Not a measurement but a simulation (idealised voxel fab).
Documented hereafter: the process module known as voxel self aligned contacts.
The cross-section on display is named cut; it measures 295 nm wide, and its cells are 5 nm squares.
Cross-section = grid of square cells, listed top down in bands; band = one or more rows. Look at the band entry: it leads with the top's height and the bottom's height in nm. Then it lists the materials left to right, with a width in nm for each. The word "edge to edge" on a single material says that material fills the band edge to edge. The word "empty" is empty space. For the purposes of this specification, 0 denotes the height below which the wafer in its as-received condition is composed wholly of one material, and the lowermost band, lacking a lower limit, extends downward without end, as expressed in "0..down". So if you see something like "30..40" for the width, read it as the top row of the band sitting at the first number and the bottom row at the second, with every row in between moving by the same amount as the last. "remained unchanged" for a step: no cell of the cross-section changed in that step. Closed-off voids of 8+ cells (no open route to the top) go in "Fully closed voids", written width x height at distance from the left edge, in nm. Past the settings on a step's line: simulator remark, on that step. The "overlay nm" setting may appear on a step's line; for a step that uses a mask, it gives how far to the right of its planned position the mask lay, and a negative value indicates the left. Everything after this point is organized in pairs: a cross-section before one process step, a cross-section after it that shows only as deep as the lowest changed band, and, under the pair, the intervening step with its settings. Because different runs of this module on the same starting wafer can supply different pairs, a pair continues from the pair above it only if its entry headed "Prior to step" says so.
Prior to step:
	0..down: Si edge to edge
	Fully closed voids: none
Step Outcome:
	5..0: SiO2 edge to edge
	Lower than 0, everything is as it was.
	Fully closed voids: none
Which operation links the two cross-sections above? CONFORMAL_DEP [material SiO2] [thk nm 5]
Prior to step: It is represented by the cross-section appearing after the step of the pair directly above.
Step Outcome:
	30..5: polySi edge to edge
	Lower than 5, everything is as it was.
	Fully closed voids: none
Which operation links the two cross-sections above? DIRECTIONAL_DEP [material polySi] [thk nm 25]
Prior to step: It is represented by the cross-section appearing after the step of the pair directly above.
Step Outcome:
	50..30: SiN edge to edge
	Lower than 30, everything is as it was.
	Fully closed voids: none
Which operation links the two cross-sections above? DIRECTIONAL_DEP [material SiN] [thk nm 20]
Prior to step: It is represented by the cross-section appearing after the step of the pair directly above.
Step Outcome:
	65..50: 95 empty; 30 resist; 45 empty; 30 resist; 95 empty
	Lower than 50, everything is as it was.
	Fully closed voids: none
Which operation links the two cross-sections above? PATTERN [tone cover] [mask id GATE] [material resist] [width nm 30] [pitch nm 75] [thk nm 15] [overlay nm 0]
Prior to step: It is represented by the cross-section appearing after the step of the pair directly above.
Step Outcome:
	65..50: 95 empty; 30 resist; 45 empty; 30 resist; 95 empty
	50..30: 95 empty; 30 SiN; 45 empty; 30 SiN; 95 empty
	Lower than 30, everything is as it was.
	Fully closed voids: none
Which operation links the two cross-sections above? DIRECTIONAL_ETCH [etch materials SiN] [depth nm 20]
Prior to step: It is represented by the cross-section appearing after the step of the pair directly above.
Step Outcome:
	65..50: 95 empty; 30 resist; 45 empty; 30 resist; 95 empty
	50..30: 95 empty; 30 SiN; 45 empty; 30 SiN; 95 empty
	30..5: 95 empty; 30 polySi; 45 empty; 30 polySi; 95 empty
	Lower than 5, everything is as it was.
	Fully closed voids: none
Which operation links the two cross-sections above? DIRECTIONAL_ETCH [etch materials polySi] [depth nm 25]
Prior to step: It is represented by the cross-section appearing after the step of the pair directly above.
Step Outcome:
	50..30: 95 empty; 30 SiN; 45 empty; 30 SiN; 95 empty
	Lower than 30, everything is as it was.
	Fully closed voids: none
Which operation links the two cross-sections above? STRIP [etch materials resist]
Prior to step: It is represented by the cross-section appearing after the step of the pair directly above.
Step Outcome:
	60..30: 85 empty; 50 SiN; 25 empty; 50 SiN; 85 empty
	30..15: 85 empty; 10 SiN; 30 polySi; 10 SiN; 25 empty; 10 SiN; 30 polySi; 10 SiN; 85 empty
	15..5: 95 SiN; 30 polySi; 45 SiN; 30 polySi; 95 SiN
	Lower than 5, everything is as it was.
	Fully closed voids: none
Which operation links the two cross-sections above? CONFORMAL_DEP [material SiN] [thk nm 10]
Prior to step: It is represented by the cross-section appearing after the step of the pair directly above.
Step Outcome:
	50..30: 85 empty; 50 SiN; 25 empty; 50 SiN; 85 empty
	30..5: 85 empty; 10 SiN; 30 polySi; 10 SiN; 25 empty; 10 SiN; 30 polySi; 10 SiN; 85 empty
	Lower than 5, everything is as it was.
	Fully closed voids: none
Which operation links the two cross-sections above? DIRECTIONAL_ETCH [etch materials SiN] [depth nm 10]
Prior to step: It is represented by the cross-section appearing after the step of the pair directly above.
Step Outcome:
	65..50: SiO2 edge to edge
	50..30: 85 SiO2; 50 SiN; 25 SiO2; 50 SiN; 85 SiO2
	30..5: 85 SiO2; 10 SiN; 30 polySi; 10 SiN; 25 SiO2; 10 SiN; 30 polySi; 10 SiN; 85 SiO2
	Lower than 5, everything is as it was.
	Fully closed voids: none
Which operation links the two cross-sections above? FILL_DEP [material SiO2] [thk nm 15]
Prior to step: It is represented by the cross-section appearing after the step of the pair directly above.
Step Outcome:
	55..50: SiO2 edge to edge
	Lower than 50, everything is as it was.
	Fully closed voids: none
Which operation links the two cross-sections above? CMP [height nm 55]
Prior to step: It is represented by the cross-section appearing after the step of the pair directly above.
Step Outcome:
	55..50: 120 SiO2; 55 empty; 120 SiO2
	50..30: 85 SiO2; 50 SiN; 25 empty; 50 SiN; 85 SiO2
	30..5: 85 SiO2; 10 SiN; 30 polySi; 10 SiN; 25 empty; 10 SiN; 30 polySi; 10 SiN; 85 SiO2
	5..0: 135 SiO2; 25 empty; 135 SiO2
	Lower than 0, everything is as it was.
	Fully closed voids: none
Which operation links the two cross-sections above? MASKED_ETCH [tone open] [mask id CONTACT] [width nm 55] [etch materials SiO2] [depth nm 55] [overlay nm 0]
Prior to step: It is represented by the cross-section appearing after the step of the pair directly above.
Step Outcome:
	60..55: 125 TiN; 45 empty; 125 TiN
	55..50: 120 SiO2; 20 TiN; 15 empty; 20 TiN; 120 SiO2
	50..30: 85 SiO2; 50 SiN; 5 TiN; 15 empty; 5 TiN; 50 SiN; 85 SiO2
	30..5: 85 SiO2; 10 SiN; 30 polySi; 10 SiN; 5 TiN; 15 empty; 5 TiN; 10 SiN; 30 polySi; 10 SiN; 85 SiO2
	5..0: 135 SiO2; 25 TiN; 135 SiO2
	Lower than 0, everything is as it was.
	Fully closed voids: none
Which operation links the two cross-sections above? CONFORMAL_DEP [material TiN] [thk nm 5]
Prior to step: It is represented by the cross-section appearing after the step of the pair directly above.
Step Outcome:
	65..60: Ru edge to edge
	60..55: 125 TiN; 45 Ru; 125 TiN
	55..50: 120 SiO2; 20 TiN; 15 Ru; 20 TiN; 120 SiO2
	50..30: 85 SiO2; 50 SiN; 5 TiN; 15 Ru; 5 TiN; 50 SiN; 85 SiO2
	30..5: 85 SiO2; 10 SiN; 30 polySi; 10 SiN; 5 TiN; 15 Ru; 5 TiN; 10 SiN; 30 polySi; 10 SiN; 85 SiO2
	Lower than 5, everything is as it was.
	Fully closed voids: none
Which operation links the two cross-sections above? FILL_DEP [material Ru] [thk nm 5]
Prior to step: It is represented by the cross-section appearing after the step of the pair directly above.
Step Outcome:
	55..50: 120 SiO2; 20 TiN; 15 Ru; 20 TiN; 120 SiO2
	Lower than 50, everything is as it was.
	Fully closed voids: none
Which operation links the two cross-sections above? CMP [height nm 55]
Prior to step: It is represented by the cross-section appearing after the step of the pair directly above.
Step Outcome:
	60..55: SiN edge to edge
	Lower than 55, everything is as it was.
	Fully closed voids: none
Which operation links the two cross-sections above? CONFORMAL_DEP [material SiN] [thk nm 5]
Prior to step:
	50..30: 95 empty; 30 SiN; 45 empty; 30 SiN; 95 empty
	30..5: 95 empty; 30 polySi; 45 empty; 30 polySi; 95 empty
	5..0: SiO2 edge to edge
	0..down: Si edge to edge
	Fully closed voids: none
Step Outcome:
	40..30: 95 empty; 30 SiN; 45 empty; 30 SiN; 95 empty
	Lower than 30, everything is as it was.
	Fully closed voids: none
Which operation links the two cross-sections above? DIRECTIONAL_ETCH [etch materials SiN] [depth nm 10]
Prior to step: It is represented by the cross-section appearing after the step of the pair directly above.
Step Outcome:
	55..40: SiO2 edge to edge
	40..30: 95 SiO2; 30 SiN; 45 SiO2; 30 SiN; 95 SiO2
	30..5: 95 SiO2; 30 polySi; 45 SiO2; 30 polySi; 95 SiO2
	Lower than 5, everything is as it was.
	Fully closed voids: none
Which operation links the two cross-sections above? FILL_DEP [material SiO2] [thk nm 15]
Prior to step: It is represented by the cross-section appearing after the step of the pair directly above.
Step Outcome:
	55..40: 120 SiO2; 55 empty; 120 SiO2
	40..30: 95 SiO2; 30 SiN; 45 empty; 30 SiN; 95 SiO2
	30..5: 95 SiO2; 30 polySi; 45 empty; 30 polySi; 95 SiO2
	5..0: 125 SiO2; 45 empty; 125 SiO2
	Lower than 0, everything is as it was.
	Fully closed voids: none
Which operation links the two cross-sections above? MASKED_ETCH [tone open] [mask id CONTACT] [width nm 55] [etch materials SiO2] [depth nm 55] [overlay nm 0]
Prior to step: It is represented by the cross-section appearing after the step of the pair directly above.
Step Outcome:
	60..55: 125 TiN; 45 empty; 125 TiN
	55..45: 120 SiO2; 5 TiN; 45 empty; 5 TiN; 120 SiO2
	45..40: 120 SiO2; 10 TiN; 35 empty; 10 TiN; 120 SiO2
	40..30: 95 SiO2; 30 SiN; 5 TiN; 35 empty; 5 TiN; 30 SiN; 95 SiO2
	30..5: 95 SiO2; 30 polySi; 5 TiN; 35 empty; 5 TiN; 30 polySi; 95 SiO2
	5..0: 125 SiO2; 45 TiN; 125 SiO2
	Lower than 0, everything is as it was.
	Fully closed voids: none
Which operation links the two cross-sections above? CONFORMAL_DEP [material TiN] [thk nm 5]
Prior to step: It is represented by the cross-section appearing after the step of the pair directly above.
Step Outcome:
	65..60: Ru edge to edge
	60..55: 125 TiN; 45 Ru; 125 TiN
	55..45: 120 SiO2; 5 TiN; 45 Ru; 5 TiN; 120 SiO2
	45..40: 120 SiO2; 10 TiN; 35 Ru; 10 TiN; 120 SiO2
	40..30: 95 SiO2; 30 SiN; 5 TiN; 35 Ru; 5 TiN; 30 SiN; 95 SiO2
	30..5: 95 SiO2; 30 polySi; 5 TiN; 35 Ru; 5 TiN; 30 polySi; 95 SiO2
	Lower than 5, everything is as it was.
	Fully closed voids: none
Which operation links the two cross-sections above? FILL_DEP [material Ru] [thk nm 5]
Prior to step: It is represented by the cross-section appearing after the step of the pair directly above.
Step Outcome:
	55..45: 120 SiO2; 5 TiN; 45 Ru; 5 TiN; 120 SiO2
	Lower than 45, everything is as it was.
	Fully closed voids: none
Which operation links the two cross-sections above? CMP [height nm 55]
Prior to step: It is represented by the cross-section appearing after the step of the pair directly above.
Step Outcome:
	60..55: SiN edge to edge
	Lower than 55, everything is as it was.
	Fully closed voids: none
Which operation links the two cross-sections above? CONFORMAL_DEP [material SiN] [thk nm 5]
Prior to step:
	50..30: SiN edge to edge
	30..5: polySi edge to edge
	5..0: SiO2 edge to edge
	0..down: Si edge to edge
	Fully closed voids: none
Step Outcome:
	70..30: SiN edge to edge
	Lower than 30, everything is as it was.
	Fully closed voids: none
Which operation links the two cross-sections above? DIRECTIONAL_DEP [material SiN] [thk nm 20]
Prior to step: It is represented by the cross-section appearing after the step of the pair directly above.
Step Outcome:
	85..70: 95 empty; 30 resist; 45 empty; 30 resist; 95 empty
	Lower than 70, everything is as it was.
	Fully closed voids: none
Which operation links the two cross-sections above? PATTERN [tone cover] [mask id GATE] [material resist] [width nm 30] [pitch nm 75] [thk nm 15] [overlay nm 0]
Prior to step: It is represented by the cross-section appearing after the step of the pair directly above.
Step Outcome:
	85..70: 95 empty; 30 resist; 45 empty; 30 resist; 95 empty
	70..50: 95 empty; 30 SiN; 45 empty; 30 SiN; 95 empty
	Lower than 50, everything is as it was.
	Fully closed voids: none
Which operation links the two cross-sections above? DIRECTIONAL_ETCH [etch materials SiN] [depth nm 20]
Prior to step: It is represented by the cross-section appearing after the step of the pair directly above.
Step Outcome:
	70..50: 95 empty; 30 SiN; 45 empty; 30 SiN; 95 empty
	Lower than 50, everything is as it was.
	Fully closed voids: none
Which operation links the two cross-sections above? STRIP [etch materials resist]
Prior to step: It is represented by the cross-section appearing after the step of the pair directly above.
Step Outcome:
	80..60: 85 empty; 50 SiN; 25 empty; 50 SiN; 85 empty
	60..30: SiN edge to edge
	Lower than 30, everything is as it was.
	Fully closed voids: none
Which operation links the two cross-sections above? CONFORMAL_DEP [material SiN] [thk nm 10]
Prior to step: It is represented by the cross-section appearing after the step of the pair directly above.
Step Outcome:
	70..50: 85 empty; 50 SiN; 25 empty; 50 SiN; 85 empty
	Lower than 50, everything is as it was.
	Fully closed voids: none
Which operation links the two cross-sections above? DIRECTIONAL_ETCH [etch materials SiN] [depth nm 10]
Prior to step: It is represented by the cross-section appearing after the step of the pair directly above.
Step Outcome:
	85..70: SiO2 edge to edge
	70..50: 85 SiO2; 50 SiN; 25 SiO2; 50 SiN; 85 SiO2
	Lower than 50, everything is as it was.
	Fully closed voids: none
Which operation links the two cross-sections above? FILL_DEP [material SiO2] [thk nm 15]
Prior to step: It is represented by the cross-section appearing after the step of the pair directly above.
Step Outcome:
	55..50: 85 SiO2; 50 SiN; 25 SiO2; 50 SiN; 85 SiO2
	Lower than 50, everything is as it was.
	Fully closed voids: none
Which operation links the two cross-sections above? CMP [height nm 55]
Prior to step: It is represented by the cross-section appearing after the step of the pair directly above.
Step Outcome:
	55..50: 85 SiO2; 50 SiN; 25 empty; 50 SiN; 85 SiO2
	Lower than 50, everything is as it was.
	Fully closed voids: none
Which operation links the two cross-sections above? MASKED_ETCH [tone open] [mask id CONTACT] [width nm 55] [etch materials SiO2] [depth nm 55] [overlay nm 0]
Prior to step: It is represented by the cross-section appearing after the step of the pair directly above.
Step Outcome:
	60..55: 140 TiN; 15 empty; 140 TiN
	55..50: 85 SiO2; 50 SiN; 25 TiN; 50 SiN; 85 SiO2
	Lower than 50, everything is as it was.
	Fully closed voids: none
Which operation links the two cross-sections above? CONFORMAL_DEP [material TiN] [thk nm 5]
Prior to step: It is represented by the cross-section appearing after the step of the pair directly above.
Step Outcome:
	65..60: Ru edge to edge
	60..55: 140 TiN; 15 Ru; 140 TiN
	Lower than 55, everything is as it was.
	Fully closed voids: none
Which operation links the two cross-sections above? FILL_DEP [material Ru] [thk nm 5]
Prior to step: It is represented by the cross-section appearing after the step of the pair directly above.
Step Outcome:
	55..50: 85 SiO2; 50 SiN; 25 TiN; 50 SiN; 85 SiO2
	Lower than 50, everything is as it was.
	Fully closed voids: none
Which operation links the two cross-sections above? CMP [height nm 55]
Prior to step: It is represented by the cross-section appearing after the step of the pair directly above.
Step Outcome:
	60..55: SiN edge to edge
	Lower than 55, everything is as it was.
	Fully closed voids: none
Which operation links the two cross-sections above? CONFORMAL_DEP [material SiN] [thk nm 5]
Prior to step:
	40..30: 95 empty; 30 SiN; 45 empty; 30 SiN; 95 empty
	30..5: 95 empty; 30 polySi; 45 empty; 30 polySi; 95 empty
	5..0: SiO2 edge to edge
	0..down: Si edge to edge
	Fully closed voids: none
Step Outcome:
	50..30: 85 empty; 50 SiN; 25 empty; 50 SiN; 85 empty
	30..15: 85 empty; 10 SiN; 30 polySi; 10 SiN; 25 empty; 10 SiN; 30 polySi; 10 SiN; 85 empty
	15..5: 95 SiN; 30 polySi; 45 SiN; 30 polySi; 95 SiN
	Lower than 5, everything is as it was.
	Fully closed voids: none
Which operation links the two cross-sections above? CONFORMAL_DEP [material SiN] [thk nm 10]
Prior to step: It is represented by the cross-section appearing after the step of the pair directly above.
Step Outcome:
	65..50: SiO2 edge to edge
	50..30: 85 SiO2; 50 SiN; 25 SiO2; 50 SiN; 85 SiO2
	30..15: 85 SiO2; 10 SiN; 30 polySi; 10 SiN; 25 SiO2; 10 SiN; 30 polySi; 10 SiN; 85 SiO2
	Lower than 15, everything is as it was.
	Fully closed voids: none
Which operation links the two cross-sections above? FILL_DEP [material SiO2] [thk nm 15]
Prior to step: It is represented by the cross-section appearing after the step of the pair directly above.
Step Outcome:
	55..50: SiO2 edge to edge
	Lower than 50, everything is as it was.
	Fully closed voids: none
Which operation links the two cross-sections above? CMP [height nm 55]
Prior to step: It is represented by the cross-section appearing after the step of the pair directly above.
Step Outcome:
	55..50: 120 SiO2; 55 empty; 120 SiO2
	50..30: 85 SiO2; 50 SiN; 25 empty; 50 SiN; 85 SiO2
	30..15: 85 SiO2; 10 SiN; 30 polySi; 10 SiN; 25 empty; 10 SiN; 30 polySi; 10 SiN; 85 SiO2
	Lower than 15, everything is as it was.
	Fully closed voids: none
Which operation links the two cross-sections above? MASKED_ETCH [tone open] [mask id CONTACT] [width nm 55] [etch materials SiO2] [depth nm 55] [overlay nm 0]
Prior to step: It is represented by the cross-section appearing after the step of the pair directly above.
Step Outcome:
	60..55: 125 TiN; 45 empty; 125 TiN
	55..50: 120 SiO2; 20 TiN; 15 empty; 20 TiN; 120 SiO2
	50..30: 85 SiO2; 50 SiN; 5 TiN; 15 empty; 5 TiN; 50 SiN; 85 SiO2
	30..20: 85 SiO2; 10 SiN; 30 polySi; 10 SiN; 5 TiN; 15 empty; 5 TiN; 10 SiN; 30 polySi; 10 SiN; 85 SiO2
	20..15: 85 SiO2; 10 SiN; 30 polySi; 10 SiN; 25 TiN; 10 SiN; 30 polySi; 10 SiN; 85 SiO2
	Lower than 15, everything is as it was.
	Fully closed voids: none
Which operation links the two cross-sections above? CONFORMAL_DEP [material TiN] [thk nm 5]
Prior to step: It is represented by the cross-section appearing after the step of the pair directly above.
Step Outcome:
	65..60: Ru edge to edge
	60..55: 125 TiN; 45 Ru; 125 TiN
	55..50: 120 SiO2; 20 TiN; 15 Ru; 20 TiN; 120 SiO2
	50..30: 85 SiO2; 50 SiN; 5 TiN; 15 Ru; 5 TiN; 50 SiN; 85 SiO2
	30..20: 85 SiO2; 10 SiN; 30 polySi; 10 SiN; 5 TiN; 15 Ru; 5 TiN; 10 SiN; 30 polySi; 10 SiN; 85 SiO2
	Lower than 20, everything is as it was.
	Fully closed voids: none
Which operation links the two cross-sections above? FILL_DEP [material Ru] [thk nm 5]
Prior to step: It is represented by the cross-section appearing after the step of the pair directly above.
Step Outcome:
	55..50: 120 SiO2; 20 TiN; 15 Ru; 20 TiN; 120 SiO2
	Lower than 50, everything is as it was.
	Fully closed voids: none
Which operation links the two cross-sections above? CMP [height nm 55]
Prior to step: It is represented by the cross-section appearing after the step of the pair directly above.
Step Outcome:
	60..55: SiN edge to edge
	Lower than 55, everything is as it was.
	Fully closed voids: none
Which operation links the two cross-sections above? CONFORMAL_DEP [material SiN] [thk nm 5]
Prior to step:
	65..60: Ru edge to edge
	60..55: 125 TiN; 45 Ru; 125 TiN
	55..50: 120 SiO2; 20 TiN; 15 Ru; 20 TiN; 120 SiO2
	50..30: 85 SiO2; 50 SiN; 5 TiN; 15 Ru; 5 TiN; 50 SiN; 85 SiO2
	30..5: 85 SiO2; 10 SiN; 30 polySi; 10 SiN; 5 TiN; 15 Ru; 5 TiN; 10 SiN; 30 polySi; 10 SiN; 85 SiO2
	5..0: 135 SiO2; 25 TiN; 135 SiO2
	0..down: Si edge to edge
	Fully closed voids: none
Step Outcome:
	50..30: 85 SiO2; 50 SiN; 5 TiN; 15 Ru; 5 TiN; 50 SiN; 85 SiO2
	Lower than 30, everything is as it was.
	Fully closed voids: none
Which operation links the two cross-sections above? CMP [height nm 50]
Prior to step: It is represented by the cross-section appearing after the step of the pair directly above.
Step Outcome:
	55..50: SiN edge to edge
	Lower than 50, everything is as it was.
	Fully closed voids: none
Which operation links the two cross-sections above? CONFORMAL_DEP [material SiN] [thk nm 5]
Prior to step:
	50..30: SiN edge to edge
	30..5: polySi edge to edge
	5..0: SiO2 edge to edge
	0..down: Si edge to edge
	Fully closed voids: none
Step Outcome:
	65..50: 100 empty; 20 resist; 55 empty; 20 resist; 100 empty
	Lower than 50, everything is as it was.
	Fully closed voids: none
Which operation links the two cross-sections above? PATTERN [tone cover] [mask id GATE] [material resist] [width nm 20] [pitch nm 75] [thk nm 15] [overlay nm 0]
Prior to step: It is represented by the cross-section appearing after the step of the pair directly above.
Step Outcome:
	65..50: 100 empty; 20 resist; 55 empty; 20 resist; 100 empty
	50..30: 100 empty; 20 SiN; 55 empty; 20 SiN; 100 empty
	Lower than 30, everything is as it was.
	Fully closed voids: none
Which operation links the two cross-sections above? DIRECTIONAL_ETCH [etch materials SiN] [depth nm 20]
Prior to step: It is represented by the cross-section appearing after the step of the pair directly above.
Step Outcome:
	65..50: 100 empty; 20 resist; 55 empty; 20 resist; 100 empty
	50..30: 100 empty; 20 SiN; 55 empty; 20 SiN; 100 empty
	30..5: 100 empty; 20 polySi; 55 empty; 20 polySi; 100 empty
	Lower than 5, everything is as it was.
	Fully closed voids: none
Which operation links the two cross-sections above? DIRECTIONAL_ETCH [etch materials polySi] [depth nm 25]
Prior to step: It is represented by the cross-section appearing after the step of the pair directly above.
Step Outcome:
	50..30: 100 empty; 20 SiN; 55 empty; 20 SiN; 100 empty
	Lower than 30, everything is as it was.
	Fully closed voids: none
Which operation links the two cross-sections above? STRIP [etch materials resist]
Prior to step: It is represented by the cross-section appearing after the step of the pair directly above.
Step Outcome:
	60..30: 90 empty; 40 SiN; 35 empty; 40 SiN; 90 empty
	30..15: 90 empty; 10 SiN; 20 polySi; 10 SiN; 35 empty; 10 SiN; 20 polySi; 10 SiN; 90 empty
	15..5: 100 SiN; 20 polySi; 55 SiN; 20 polySi; 100 SiN
	Lower than 5, everything is as it was.
	Fully closed voids: none
Which operation links the two cross-sections above? CONFORMAL_DEP [material SiN] [thk nm 10]
Prior to step: It is represented by the cross-section appearing after the step of the pair directly above.
Step Outcome:
	50..30: 90 empty; 40 SiN; 35 empty; 40 SiN; 90 empty
	30..5: 90 empty; 10 SiN; 20 polySi; 10 SiN; 35 empty; 10 SiN; 20 polySi; 10 SiN; 90 empty
	Lower than 5, everything is as it was.
	Fully closed voids: none
Which operation links the two cross-sections above? DIRECTIONAL_ETCH [etch materials SiN] [depth nm 10]
Prior to step: It is represented by the cross-section appearing after the step of the pair directly above.
Step Outcome:
	65..50: SiO2 edge to edge
	50..30: 90 SiO2; 40 SiN; 35 SiO2; 40 SiN; 90 SiO2
	30..5: 90 SiO2; 10 SiN; 20 polySi; 10 SiN; 35 SiO2; 10 SiN; 20 polySi; 10 SiN; 90 SiO2
	Lower than 5, everything is as it was.
	Fully closed voids: none
Which operation links the two cross-sections above? FILL_DEP [material SiO2] [thk nm 15]
Prior to step: It is represented by the cross-section appearing after the step of the pair directly above.
Step Outcome:
	55..50: SiO2 edge to edge
	Lower than 50, everything is as it was.
	Fully closed voids: none
Which operation links the two cross-sections above? CMP [height nm 55]
Prior to step: It is represented by the cross-section appearing after the step of the pair directly above.
Step Outcome:
	55..50: 120 SiO2; 55 empty; 120 SiO2
	50..30: 90 SiO2; 40 SiN; 35 empty; 40 SiN; 90 SiO2
	30..5: 90 SiO2; 10 SiN; 20 polySi; 10 SiN; 35 empty; 10 SiN; 20 polySi; 10 SiN; 90 SiO2
	5..0: 130 SiO2; 35 empty; 130 SiO2
	Lower than 0, everything is as it was.
	Fully closed voids: none
Which operation links the two cross-sections above? MASKED_ETCH [tone open] [mask id CONTACT] [width nm 55] [etch materials SiO2] [depth nm 55] [overlay nm 0]
Prior to step: It is represented by the cross-section appearing after the step of the pair directly above.
Step Outcome:
	60..55: 125 TiN; 45 empty; 125 TiN
	55..50: 120 SiO2; 15 TiN; 25 empty; 15 TiN; 120 SiO2
	50..30: 90 SiO2; 40 SiN; 5 TiN; 25 empty; 5 TiN; 40 SiN; 90 SiO2
	30..5: 90 SiO2; 10 SiN; 20 polySi; 10 SiN; 5 TiN; 25 empty; 5 TiN; 10 SiN; 20 polySi; 10 SiN; 90 SiO2
	5..0: 130 SiO2; 35 TiN; 130 SiO2
	Lower than 0, everything is as it was.
	Fully closed voids: none
Which operation links the two cross-sections above? CONFORMAL_DEP [material TiN] [thk nm 5]
Prior to step: It is represented by the cross-section appearing after the step of the pair directly above.
Step Outcome:
	65..60: Ru edge to edge
	60..55: 125 TiN; 45 Ru; 125 TiN
	55..50: 120 SiO2; 15 TiN; 25 Ru; 15 TiN; 120 SiO2
	50..30: 90 SiO2; 40 SiN; 5 TiN; 25 Ru; 5 TiN; 40 SiN; 90 SiO2
	30..5: 90 SiO2; 10 SiN; 20 polySi; 10 SiN; 5 TiN; 25 Ru; 5 TiN; 10 SiN; 20 polySi; 10 SiN; 90 SiO2
	Lower than 5, everything is as it was.
	Fully closed voids: none
Which operation links the two cross-sections above? FILL_DEP [material Ru] [thk nm 5]
Prior to step: It is represented by the cross-section appearing after the step of the pair directly above.
Step Outcome:
	55..50: 120 SiO2; 15 TiN; 25 Ru; 15 TiN; 120 SiO2
	Lower than 50, everything is as it was.
	Fully closed voids: none
Which operation links the two cross-sections above? CMP [height nm 55]
Prior to step: It is represented by the cross-section appearing after the step of the pair directly above.
Step Outcome:
	60..55: SiN edge to edge
	Lower than 55, everything is as it was.
	Fully closed voids: none
Which operation links the two cross-sections above? CONFORMAL_DEP [material SiN] [thk nm 5]
Prior to step:
	55..50: SiO2 edge to edge
	50..30: 85 SiO2; 50 SiN; 25 SiO2; 50 SiN; 85 SiO2
	30..5: 85 SiO2; 10 SiN; 30 polySi; 10 SiN; 25 SiO2; 10 SiN; 30 polySi; 10 SiN; 85 SiO2
	5..0: SiO2 edge to edge
	0..down: Si edge to edge
	Fully closed voids: none
Step Outcome:
	55..50: 115 SiO2; 55 empty; 125 SiO2
	50..30: 85 SiO2; 50 SiN; 25 empty; 50 SiN; 85 SiO2
	30..5: 85 SiO2; 10 SiN; 30 polySi; 10 SiN; 25 empty; 10 SiN; 30 polySi; 10 SiN; 85 SiO2
	5..0: 135 SiO2; 25 empty; 135 SiO2
	Lower than 0, everything is as it was.
	Fully closed voids: none
Which operation links the two cross-sections above? MASKED_ETCH [tone open] [mask id CONTACT] [width nm 55] [etch materials SiO2] [depth nm 55] [overlay nm -5]
Prior to step: It is represented by the cross-section appearing after the step of the pair directly above.
Step Outcome:
	60..55: 120 TiN; 45 empty; 130 TiN
	55..50: 115 SiO2; 25 TiN; 15 empty; 15 TiN; 125 SiO2
	50..30: 85 SiO2; 50 SiN; 5 TiN; 15 empty; 5 TiN; 50 SiN; 85 SiO2
	30..5: 85 SiO2; 10 SiN; 30 polySi; 10 SiN; 5 TiN; 15 empty; 5 TiN; 10 SiN; 30 polySi; 10 SiN; 85 SiO2
	5..0: 135 SiO2; 25 TiN; 135 SiO2
	Lower than 0, everything is as it was.
	Fully closed voids: none
Which operation links the two cross-sections above? CONFORMAL_DEP [material TiN] [thk nm 5]
Prior to step: It is represented by the cross-section appearing after the step of the pair directly above.
Step Outcome:
	65..60: Ru edge to edge
	60..55: 120 TiN; 45 Ru; 130 TiN
	55..50: 115 SiO2; 25 TiN; 15 Ru; 15 TiN; 125 SiO2
	50..30: 85 SiO2; 50 SiN; 5 TiN; 15 Ru; 5 TiN; 50 SiN; 85 SiO2
	30..5: 85 SiO2; 10 SiN; 30 polySi; 10 SiN; 5 TiN; 15 Ru; 5 TiN; 10 SiN; 30 polySi; 10 SiN; 85 SiO2
	Lower than 5, everything is as it was.
	Fully closed voids: none
Which operation links the two cross-sections above? FILL_DEP [material Ru] [thk nm 5]
Prior to step: It is represented by the cross-section appearing after the step of the pair directly above.
Step Outcome:
	55..50: 115 SiO2; 25 TiN; 15 Ru; 15 TiN; 125 SiO2
	Lower than 50, everything is as it was.
	Fully closed voids: none
Which operation links the two cross-sections above? CMP [height nm 55]
Prior to step: It is represented by the cross-section appearing after the step of the pair directly above.
Step Outcome:
	60..55: SiN edge to edge
	Lower than 55, everything is as it was.
	Fully closed voids: none
Which operation links the two cross-sections above? CONFORMAL_DEP [material SiN] [thk nm 5]
Prior to step:
	5..0: SiO2 edge to edge
	0..down: Si edge to edge
	Fully closed voids: none
Step Outcome:
	30..0: SiO2 edge to edge
	Lower than 0, everything is as it was.
	Fully closed voids: none
Which operation links the two cross-sections above? DIRECTIONAL_DEP [material SiO2] [thk nm 25]
Prior to step: It is represented by the cross-section appearing after the step of the pair directly above.
Step Outcome:
	50..30: SiN edge to edge
	Lower than 30, everything is as it was.
	Fully closed voids: none
Which operation links the two cross-sections above? DIRECTIONAL_DEP [material SiN] [thk nm 20]
Prior to step: It is represented by the cross-section appearing after the step of the pair directly above.
Step Outcome:
	65..50: 95 empty; 30 resist; 45 empty; 30 resist; 95 empty
	Lower than 50, everything is as it was.
	Fully closed voids: none
Which operation links the two cross-sections above? PATTERN [tone cover] [mask id GATE] [material resist] [width nm 30] [pitch nm 75] [thk nm 15] [overlay nm 0]
Prior to step: It is represented by the cross-section appearing after the step of the pair directly above.
Step Outcome:
	65..50: 95 empty; 30 resist; 45 empty; 30 resist; 95 empty
	50..30: 95 empty; 30 SiN; 45 empty; 30 SiN; 95 empty
	Lower than 30, everything is as it was.
	Fully closed voids: none
Which operation links the two cross-sections above? DIRECTIONAL_ETCH [etch materials SiN] [depth nm 20]
Prior to step: It is represented by the cross-section appearing after the step of the pair directly above.
Step Outcome:
	50..30: 95 empty; 30 SiN; 45 empty; 30 SiN; 95 empty
	Lower than 30, everything is as it was.
	Fully closed voids: none
Which operation links the two cross-sections above? STRIP [etch materials resist]
Prior to step: It is represented by the cross-section appearing after the step of the pair directly above.
Step Outcome:
	60..40: 85 empty; 50 SiN; 25 empty; 50 SiN; 85 empty
	40..30: SiN edge to edge
	Lower than 30, everything is as it was.
	Fully closed voids: none
Which operation links the two cross-sections above? CONFORMAL_DEP [material SiN] [thk nm 10]
Prior to step: It is represented by the cross-section appearing after the step of the pair directly above.
Step Outcome:
	50..30: 85 empty; 50 SiN; 25 empty; 50 SiN; 85 empty
	Lower than 30, everything is as it was.
	Fully closed voids: none
Which operation links the two cross-sections above? DIRECTIONAL_ETCH [etch materials SiN] [depth nm 10]
Prior to step: It is represented by the cross-section appearing after the step of the pair directly above.
Step Outcome:
	65..50: SiO2 edge to edge
	50..30: 85 SiO2; 50 SiN; 25 SiO2; 50 SiN; 85 SiO2
	Lower than 30, everything is as it was.
	Fully closed voids: none
Which operation links the two cross-sections above? FILL_DEP [material SiO2] [thk nm 15]
Prior to step: It is represented by the cross-section appearing after the step of the pair directly above.
Step Outcome:
	55..50: SiO2 edge to edge
	Lower than 50, everything is as it was.
	Fully closed voids: none
Which operation links the two cross-sections above? CMP [height nm 55]
